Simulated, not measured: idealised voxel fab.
process module | voxel transistor to metal
cross-section cut | 195 nm wide | cells 5 nm
A cross-section is a grid of square cells, given in bands from the top down. A band is one or more rows of cells.
Each band's line starts with the height of the band's top and of its bottom, in nm. Then come its materials from left to right, each with its width in nm. One material with "throughout" fills the band from edge to edge. "air" is empty space.
Height 0 is the level under which the wafer as received is all one material. The lowest band goes on downwards, as in "0 down".
A width such as "30 to 40" changes by the same amount from each row of cells to the next, from the band's top row to its bottom row.
"no change" after a step means that no cell of the cross-section changed.
closed voids: empty space of 8 cells or more with no open way to the top, each as width x height at its distance from the left edge, in nm
after a step's settings: what the simulator itself notes on the step
overlay nm, on a step with a mask: how far to the right of its planned place the mask lay; to the left if negative
plan
1 op RECEIVE | material Si
2 op OXIDIZE | depth nm 5
3 op CONFORMAL_DEP | material SiN | thk nm 10
4 op DIRECTIONAL_DEP | material aC | thk nm 15
5 op PATTERN | tone cover | mask id ACTIVE | material resist | width nm 130 | thk nm 30 | overlay nm 0
6 op DIRECTIONAL_ETCH | etch materials aC | depth nm 15
7 op STRIP | etch materials resist
8 op DIRECTIONAL_ETCH | etch materials SiN | depth nm 10
9 op DIRECTIONAL_ETCH | etch materials SiO2 | depth nm 5
10 op DIRECTIONAL_ETCH | etch materials Si | depth nm 30
11 op STRIP | etch materials aC
12 op FILL_DEP | material SiO2 | thk nm 5
13 op CMP | height nm 10
14 op SELECTIVE_ETCH | etch materials SiO2 | depth nm 10
15 op STRIP | etch materials SiN
16 op SELECTIVE_ETCH | etch materials SiO2 | depth nm 5
17 op OXIDIZE | depth nm 5
18 op DIRECTIONAL_DEP | material polySi | thk nm 30
19 op DIRECTIONAL_DEP | material SiCN | thk nm 10
20 op DIRECTIONAL_DEP | material aC | thk nm 15
21 op PATTERN | tone cover | mask id GATE | material resist | width nm 30 | thk nm 30 | overlay nm 0
22 op DIRECTIONAL_ETCH | etch materials aC | depth nm 15
23 op STRIP | etch materials resist
24 op DIRECTIONAL_ETCH | etch materials SiCN | depth nm 20
25 op DIRECTIONAL_ETCH | etch materials polySi | depth nm 40
26 op STRIP | etch materials aC
27 op CONFORMAL_DEP | material SiN | thk nm 10
28 op DIRECTIONAL_ETCH | etch materials SiN | depth nm 10
29 op DIRECTIONAL_ETCH | etch materials SiO2 | depth nm 5
30 op DIRECTIONAL_ETCH | etch materials Si | depth nm 10
31 op EPI | material pSi | thk nm 10
32 op FILL_DEP | material SiO2 | thk nm 10
33 op CMP | height nm 25
34 op STRIP | etch materials polySi
35 op SELECTIVE_ETCH | etch materials SiO2 | depth nm 5
36 op CONFORMAL_DEP | material HfO2 | thk nm 5
37 op CONFORMAL_DEP | material TiN | thk nm 5
38 op FILL_DEP | material W | thk nm 10
39 op CMP | height nm 20
40 op DIRECTIONAL_DEP | material SiO2 | thk nm 10
41 op PATTERN | tone open | mask id CONTACT | material resist | width nm 20 | pitch nm 90 | thk nm 20 | overlay nm 0
42 op DIRECTIONAL_ETCH | etch materials SiO2 | depth nm 40
43 op STRIP | etch materials resist
44 op CONFORMAL_DEP | material TiN | thk nm 5
45 op FILL_DEP | material W | thk nm 10
46 op CMP | height nm 30
47 op DIRECTIONAL_DEP | material TiN | thk nm 5
48 op DIRECTIONAL_DEP | material Ru | thk nm 25
49 op MASKED_ETCH | tone cover | mask id METAL_1 | width nm 20 | pitch nm 90 | etch materials Ru | depth nm 25 | overlay nm 0
50 op MASKED_ETCH | tone cover | mask id METAL_1 | width nm 20 | pitch nm 90 | etch materials TiN | depth nm 5 | overlay nm 0
51 op CONFORMAL_DEP | material SiN | thk nm 5
52 op FILL_DEP | material SiO2 | thk nm 5
53 op CMP | height nm 60
54 op CONFORMAL_DEP | material SiCN | thk nm 5
as received, after step 1
  0 down: Si throughout
  closed voids: none
a wafer at the end: this start, this plan, one mistake
  65 to 60: SiCN throughout
  60 to 35: SiO2 35 | SiN 5 | Ru 20 | SiN 5 | SiO2 60 | SiN 5 | Ru 20 | SiN 5 | SiO2 40
  35 to 30: SiN 40 | TiN 20 | SiN 70 | TiN 20 | SiN 45
  30 to 20: SiO2 40 | TiN 5 | W 10 | TiN 5 | SiO2 70 | TiN 5 | W 10 | TiN 5 | SiO2 45
  20 to 0: SiO2 40 | TiN 5 | W 10 | TiN 5 | SiO2 10 | SiN 10 | HfO2 5 | TiN 5 | W 10 | TiN 5 | HfO2 5 | SiN 10 | SiO2 10 | TiN 5 | W 10 | TiN 5 | SiO2 45
  0 to -5: SiO2 40 | TiN 5 | W 10 | TiN 5 | pSi 10 | SiN 10 | HfO2 5 | TiN 20 | HfO2 5 | SiN 10 | pSi 10 | TiN 5 | W 10 | TiN 5 | SiO2 45
  -5 to -10: SiO2 15 | SiN 15 | SiO2 10 | TiN 20 | pSi 10 | SiO2 5 | HfO2 40 | SiO2 5 | pSi 10 | TiN 20 | SiO2 10 | SiN 15 | SiO2 20
  -10 to -15: SiO2 15 | SiN 15 | SiO2 5 | pSi 35 | Si 50 | pSi 35 | SiO2 5 | SiN 15 | SiO2 20
  -15 to -20: SiO2 35 | pSi 35 | Si 50 | pSi 35 | SiO2 40
  -20 to -35: SiO2 30 | Si 130 | SiO2 35
  -35 down: Si throughout
  closed voids: none
what went wrong: steps 14 and 15 were swapped
